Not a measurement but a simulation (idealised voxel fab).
You're looking at the process module voxel self aligned contacts.
Cross-sectional view cut (width: 170 nm; square cell size: 5 nm).
Cross-section format: a grid of square cells, given as bands from top to bottom; each band is one or more rows of cells.
In this notation a band is specified by the heights of its top and bottom, in that order and in nm, after which its materials appear from left to right, each paired with its width in nm. The word "throughout" attached to a single material means that material fills the band from edge to edge; the word "air" stands for empty space.
Counting heights begins at 0, where everything beneath is, in the wafer as received, one material. The lowest band has no bottom; it goes on downwards, as "z 0 and below" shows.
Width spec "30 to 40" -> top row of cells at first value, bottom row at second value, equal per-row change in between.
Given "no change" for a step, no cell of the cross-section differs between before and after that step.
Entry "Enclosed void inventory" = empty spaces >= 8 cells with no open way to the top; each as width x height at distance, distance from left edge, all nm.
Post-settings text on a step line: simulator's own remark regarding the step.
The setting "overlay nm" may be written on the line of a step. When the step uses a mask, the value reports how far to the right of the planned place the mask lay, and a negative value reports that it lay to the left.

# Planned step list for the process
- 1: op RECEIVE | material Si
- 2: op OXIDIZE | depth nm 5
- 3: op DIRECTIONAL_DEP | material polySi | thk nm 20
- 4: op DIRECTIONAL_DEP | material SiN | thk nm 25
- 5: op DIRECTIONAL_DEP | material aC | thk nm 15
- 6: op PATTERN | tone cover | mask id GATE | material resist | width nm 35 | pitch nm 70 | thk nm 30 | overlay nm 0
- 7: op DIRECTIONAL_ETCH | etch materials aC | depth nm 15
- 8: op STRIP | etch materials resist
- 9: op DIRECTIONAL_ETCH | etch materials SiN | depth nm 15
- 10: op DIRECTIONAL_ETCH | etch materials polySi | depth nm 20
- 11: op STRIP | etch materials aC
- 12: op CONFORMAL_DEP | material SiN | thk nm 10
- 13: op DIRECTIONAL_ETCH | etch materials SiN | depth nm 10
- 14: op FILL_DEP | material SiO2 | thk nm 15
- 15: op CMP | height nm 50
- 16: op PATTERN | tone open | mask id CONTACT | material resist | width nm 55 | thk nm 20 | overlay nm 0
- 17: op DIRECTIONAL_ETCH | etch materials SiO2 | depth nm 55
- 18: op STRIP | etch materials resist
- 19: op CONFORMAL_DEP | material TiN | thk nm 5
- 20: op FILL_DEP | material Ru | thk nm 5
- 21: op CMP | height nm 50
- 22: op CONFORMAL_DEP | material SiCN | thk nm 5
Across this set of wafers, the varied parameter is the depth nm of step 9. Starting conditions are identical for every wafer, and the plan reports the value assigned to the first wafer.

# Received wafers, first of several: cross-section after step 1
    z 0 and below = Si throughout
    Enclosed void inventory: none

# Wafer rows, end of module: cells per material gained (+) or lost (-) since receipt; closed voids last
depth nm 15, +3 Ru, -34 Si, +34 SiCN, +134 SiN, +84 SiO2, +17 TiN, +136 polySi, Enclosed void inventory: none
depth nm 20, +4 Ru, -34 Si, +34 SiCN, +122 SiN, +93 SiO2, +19 TiN, +136 polySi, Enclosed void inventory: none
depth nm 25, +10 Ru, -34 Si, +34 SiCN, +142 SiN, +135 SiO2, +31 TiN, +56 polySi, Enclosed void inventory: none
depth nm 30, +10 Ru, -34 Si, +34 SiCN, +142 SiN, +135 SiO2, +31 TiN, +56 polySi, Enclosed void inventory: none
depth nm 35, +10 Ru, -34 Si, +34 SiCN, +142 SiN, +135 SiO2, +31 TiN, +56 polySi, Enclosed void inventory: none
depth nm 40, +10 Ru, -34 Si, +34 SiCN, +142 SiN, +135 SiO2, +31 TiN, +56 polySi, Enclosed void inventory: none
